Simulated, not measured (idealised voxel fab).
Process module, titled voxel trench capacitor
Section shown: cut. Width: 190 nm. Cell size: 5 nm, square.
Cross-section, as written here: a square-cell grid given band by band from the top down, where a band holds one or more rows of cells. Band: top height; bottom height; in nm. Then, left to right: material with width in nm, for each material. "throughout": a single material spanning edge to edge. "air": empty space. Heights are expressed relative to 0, this being the level below which the as-received wafer comprises one material exclusively. The lowest band is unbounded in the downward direction and is denoted as in "0 -> down". When a width is written as two numbers, as in "30..40", the first number is the width in the top row of cells of the band and the second is the width in its bottom row, and the width changes by the same amount from each row to the next. Basically "nothing changed" means that step didn't change any cell in the cross-section. "Completely sealed voids" enumerates empty spaces isolated from the top, with no open way to it, that contain at least 8 cells, giving each as width x height at distance from the left edge, all three in nm. Past the settings on a step's line: simulator remark, on that step. If you see "overlay nm" on a step's line and that step has a mask, it's telling you how far right of where it was planned the mask ended up; a negative number means it went left instead.
So here's the lineup of process steps we planned:
1. op RECEIVE | material Si
2. op CONFORMAL_DEP | material SiN | thk nm 5
3. op DIRECTIONAL_DEP | material aC | thk nm 10
4. op PATTERN | tone open | mask id TRENCH | material resist | width nm 30 | pitch nm 55 | thk nm 25 | overlay nm -10
5. op DIRECTIONAL_ETCH | etch materials aC | depth nm 10
6. op STRIP | etch materials resist
7. op DIRECTIONAL_ETCH | etch materials SiN | depth nm 5
8. op DIRECTIONAL_ETCH | etch materials Si | depth nm 30
9. op STRIP | etch materials aC
10. op CONFORMAL_DEP | material HfO2 | thk nm 5
11. op CONFORMAL_DEP | material TiN | thk nm 5
12. op FILL_DEP | material W | thk nm 10
13. op CMP | height nm 5
Split variable: overlay nm, step 4. Plan value = first wafer. Wafers start alike.
Received condition of the first of several wafers, sectioned: post-step 1:
- 0 -> down: Si throughout
- Completely sealed voids: none
After the module's final step, step 13: the first of several wafers in cross-section:
- 5 -> 0: SiN (15) | HfO2 (5) | TiN (5) | W (10) | TiN (5) | HfO2 (5) | SiN (25) | HfO2 (5) | TiN (5) | W (10) | TiN (5) | HfO2 (5) | SiN (25) | HfO2 (5) | TiN (5) | W (10) | TiN (5) | HfO2 (5) | SiN (35)
- 0 -> -20: Si (15) | HfO2 (5) | TiN (5) | W (10) | TiN (5) | HfO2 (5) | Si (25) | HfO2 (5) | TiN (5) | W (10) | TiN (5) | HfO2 (5) | Si (25) | HfO2 (5) | TiN (5) | W (10) | TiN (5) | HfO2 (5) | Si (35)
- -20 -> -25: Si (15) | HfO2 (5) | TiN (20) | HfO2 (5) | Si (25) | HfO2 (5) | TiN (20) | HfO2 (5) | Si (25) | HfO2 (5) | TiN (20) | HfO2 (5) | Si (35)
- -25 -> -30: Si (15) | HfO2 (30) | Si (25) | HfO2 (30) | Si (25) | HfO2 (30) | Si (35)
- -30 -> down: Si throughout
- Completely sealed voids: none
Last wafer x-sec, end of module:
- 5 -> 0: SiN (35) | HfO2 (5) | TiN (5) | W (10) | TiN (5) | HfO2 (5) | SiN (25) | HfO2 (5) | TiN (5) | W (10) | TiN (5) | HfO2 (5) | SiN (25) | HfO2 (5) | TiN (5) | W (10) | TiN (5) | HfO2 (5) | SiN (15)
- 0 -> -20: Si (35) | HfO2 (5) | TiN (5) | W (10) | TiN (5) | HfO2 (5) | Si (25) | HfO2 (5) | TiN (5) | W (10) | TiN (5) | HfO2 (5) | Si (25) | HfO2 (5) | TiN (5) | W (10) | TiN (5) | HfO2 (5) | Si (15)
- -20 -> -25: Si (35) | HfO2 (5) | TiN (20) | HfO2 (5) | Si (25) | HfO2 (5) | TiN (20) | HfO2 (5) | Si (25) | HfO2 (5) | TiN (20) | HfO2 (5) | Si (15)
- -25 -> -30: Si (35) | HfO2 (30) | Si (25) | HfO2 (30) | Si (25) | HfO2 (30) | Si (15)
- -30 -> down: Si throughout
- Completely sealed voids: none
What follows is a table in which each wafer occupies a row; for the wafer as it stands at the close of the module, the row states, material by material, how many cells have been gained (+) or lost (-) since receipt, and then gives its closed voids:
overlay nm -10; +54 HfO2; -108 Si; +20 SiN; +42 TiN; +30 W; Completely sealed voids: none
overlay nm -5; +54 HfO2; -108 Si; +20 SiN; +42 TiN; +30 W; Completely sealed voids: none
overlay nm 0; +54 HfO2; -108 Si; +20 SiN; +42 TiN; +30 W; Completely sealed voids: none
overlay nm 5; +54 HfO2; -108 Si; +20 SiN; +42 TiN; +30 W; Completely sealed voids: none
overlay nm 10; +54 HfO2; -108 Si; +20 SiN; +42 TiN; +30 W; Completely sealed voids: none
